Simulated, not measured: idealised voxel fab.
Presented below is a process module, voxel double patterning.
Pictured: cross-section cut, 230 nm wide, on a grid of 5 nm square cells.
Cross-section layout: square cells on a grid; listed as bands, top to bottom; a band spans one or more cell rows.
The entry gives the band's vertical extent as a top height and a bottom height in nm, then its horizontal make-up as materials from left to right, each with a width in nm. "blank" stands for empty space; a single material marked "throughout" fills the band edge to edge.
Below 0: as-received wafer, all one material; heights counted from there. Lowest band: no bottom, goes on down, written "z 0 and below".
Think of "30..40" as a width that walks from the first number to the second as you go down the band, top row to bottom row, taking equal-sized steps from row to row.
Step marked "nothing altered"? Then no cell in the cross-section changed in it.
For the entry "Enclosed empty spaces", the listed items are empty spaces with no open way to the top whose size is 8 cells or more; each item follows the pattern width x height at distance, where distance is from the left edge and all three are in nm.
after a step's settings: what the simulator itself notes on the step
overlay nm: step with mask; distance mask lay right of planned place; negative value = left of planned place.
### List of planned process steps
1,RECEIVE with material Si
2,CONFORMAL_DEP with material SiO2, thk nm 10
3,DIRECTIONAL_DEP with material W, thk nm 15
4,DIRECTIONAL_DEP with material SiCN, thk nm 5
5,MASKED_ETCH with tone open, mask id FIRST, width nm 15, pitch nm 50, etch materials SiCN, depth nm 5, overlay nm 0
6,DIRECTIONAL_DEP with material aC, thk nm 10
7,PATTERN with tone open, mask id SECOND, material resist, width nm 15, pitch nm 50, thk nm 30, overlay nm 0
8,DIRECTIONAL_ETCH with etch materials aC, depth nm 10
9,STRIP with etch materials resist
10,DIRECTIONAL_ETCH with etch materials SiCN, depth nm 5
11,STRIP with etch materials aC
12,DIRECTIONAL_ETCH with etch materials W, depth nm 15
13,STRIP with etch materials SiCN
### On the first of the two wafers: run conducted according to plan
### The cross-section here shows the wafer as received, i.e. in its state after step 1
	z 0 and below  Si throughout
	Enclosed empty spaces: none
### The following cross-section depicts the wafer upon completion of step 2
	z 10 to 0  SiO2 throughout
	Nothing below the height 0 has changed.
### The following cross-section depicts the wafer upon completion of step 3
	z 25 to 10  W throughout
	Nothing below the height 10 has changed.
### The following cross-section depicts the wafer upon completion of step 4
	z 30 to 25  SiCN throughout
	Nothing below the height 25 has changed.
### The following cross-section depicts the wafer upon completion of step 5
	z 30 to 25  SiCN=55  blank=15  SiCN=35  blank=15  SiCN=35  blank=15  SiCN=60
	Nothing below the height 25 has changed.
### The following cross-section depicts the wafer upon completion of step 6
	z 40 to 35  aC=55  blank=15  aC=35  blank=15  aC=35  blank=15  aC=60
	z 35 to 30  aC throughout
	z 30 to 25  SiCN=55  aC=15  SiCN=35  aC=15  SiCN=35  aC=15  SiCN=60
	Nothing below the height 25 has changed.
### The following cross-section depicts the wafer upon completion of step 7
	z 70 to 40  resist=80  blank=15  resist=35  blank=15  resist=85
	z 40 to 35  aC=55  resist=15  aC=35  resist=15  aC=35  resist=15  aC=60
	Nothing below the height 35 has changed.
### The following cross-section depicts the wafer upon completion of step 8
	z 60 to 40  resist=80  blank=15  resist=35  blank=15  resist=85
	z 40 to 35  aC=55  resist=15  aC=10  blank=15  aC=10  resist=15  aC=10  blank=15  aC=10  resist=15  aC=60
	z 35 to 30  aC=80  blank=15  aC=35  blank=15  aC=85
	Nothing below the height 30 has changed.
### The following cross-section depicts the wafer upon completion of step 9
	z 40 to 35  aC=55  blank=15  aC=10  blank=15  aC=10  blank=15  aC=10  blank=15  aC=10  blank=15  aC=60
	Nothing below the height 35 has changed.
### The following cross-section depicts the wafer upon completion of step 10
	z 40 to 35  aC=55  blank=15  aC=10  blank=15  aC=10  blank=15  aC=10  blank=15  aC=10  blank=15  aC=60
	z 35 to 30  aC=80  blank=15  aC=35  blank=15  aC=85
	z 30 to 25  SiCN=55  aC=15  SiCN=10  blank=15  SiCN=10  aC=15  SiCN=10  blank=15  SiCN=10  aC=15  SiCN=60
	Nothing below the height 25 has changed.
### The following cross-section depicts the wafer upon completion of step 11
	z 30 to 25  SiCN=55  blank=15  SiCN=10  blank=15  SiCN=10  blank=15  SiCN=10  blank=15  SiCN=10  blank=15  SiCN=60
	Nothing below the height 25 has changed.
### The following cross-section depicts the wafer upon completion of step 12
	z 30 to 25  SiCN=55  blank=15  SiCN=10  blank=15  SiCN=10  blank=15  SiCN=10  blank=15  SiCN=10  blank=15  SiCN=60
	z 25 to 10  W=55  blank=15  W=10  blank=15  W=10  blank=15  W=10  blank=15  W=10  blank=15  W=60
	Nothing below the height 10 has changed.
### The following cross-section depicts the wafer upon completion of step 13
	z 25 to 10  W=55  blank=15  W=10  blank=15  W=10  blank=15  W=10  blank=15  W=10  blank=15  W=60
	Nothing below the height 10 has changed.
### What follows concerns the second wafer, which started out like the first and was meant to follow the very same plan; one mistake crept in when it was run, but everything up to and including step 4 is the same as for the first wafer
### Look at the second wafer in cross-section at the time step 5 ought to have finished
	z 30 to 25  SiCN=50  blank=25  SiCN=25  blank=25  SiCN=25  blank=25  SiCN=55
	Nothing below the height 25 has changed.
### Look at the second wafer in cross-section at the time step 6 ought to have finished
	z 40 to 35  aC=50  blank=25  aC=25  blank=25  aC=25  blank=25  aC=55
	z 35 to 30  aC throughout
	z 30 to 25  SiCN=50  aC=25  SiCN=25  aC=25  SiCN=25  aC=25  SiCN=55
	Nothing below the height 25 has changed.
### Look at the second wafer in cross-section at the time step 7 ought to have finished
	z 70 to 40  resist=80  blank=15  resist=35  blank=15  resist=85
	z 40 to 35  aC=50  resist=25  aC=25  resist=25  aC=25  resist=25  aC=55
	Nothing below the height 35 has changed.
### Look at the second wafer in cross-section at the time step 8 ought to have finished
	z 60 to 40  resist=80  blank=15  resist=35  blank=15  resist=85
	z 40 to 35  aC=50  resist=25  aC=5  blank=15  aC=5  resist=25  aC=5  blank=15  aC=5  resist=25  aC=55
	z 35 to 30  aC=80  blank=15  aC=35  blank=15  aC=85
	Nothing below the height 30 has changed.
### Look at the second wafer in cross-section at the time step 9 ought to have finished
	z 40 to 35  aC=50  blank=25  aC=5  blank=15  aC=5  blank=25  aC=5  blank=15  aC=5  blank=25  aC=55
	Nothing below the height 35 has changed.
### Look at the second wafer in cross-section at the time step 10 ought to have finished
	z 40 to 35  aC=50  blank=25  aC=5  blank=15  aC=5  blank=25  aC=5  blank=15  aC=5  blank=25  aC=55
	z 35 to 30  aC=80  blank=15  aC=35  blank=15  aC=85
	z 30 to 25  SiCN=50  aC=25  SiCN=5  blank=15  SiCN=5  aC=25  SiCN=5  blank=15  SiCN=5  aC=25  SiCN=55
	Nothing below the height 25 has changed.
### Look at the second wafer in cross-section at the time step 11 ought to have finished
	z 30 to 25  SiCN=50  blank=25  SiCN=5  blank=15  SiCN=5  blank=25  SiCN=5  blank=15  SiCN=5  blank=25  SiCN=55
	Nothing below the height 25 has changed.
### Look at the second wafer in cross-section at the time step 12 ought to have finished
	z 30 to 25  SiCN=50  blank=25  SiCN=5  blank=15  SiCN=5  blank=25  SiCN=5  blank=15  SiCN=5  blank=25  SiCN=55
	z 25 to 10  W=50  blank=25  W=5  blank=15  W=5  blank=25  W=5  blank=15  W=5  blank=25  W=55
	Nothing below the height 10 has changed.
### Look at the second wafer in cross-section at the time step 13 ought to have finished
	z 25 to 10  W=50  blank=25  W=5  blank=15  W=5  blank=25  W=5  blank=15  W=5  blank=25  W=55
	Nothing below the height 10 has changed.
Diagnosis: the process deviated at step 5: the operation and settings actually run there were MASKED_ETCH with tone open, mask id FIRST, width nm 25, pitch nm 50, etch materials SiCN, depth nm 5, overlay nm 0
End check, counted in cells, second wafer has more or fewer of these materials than the first: W -18
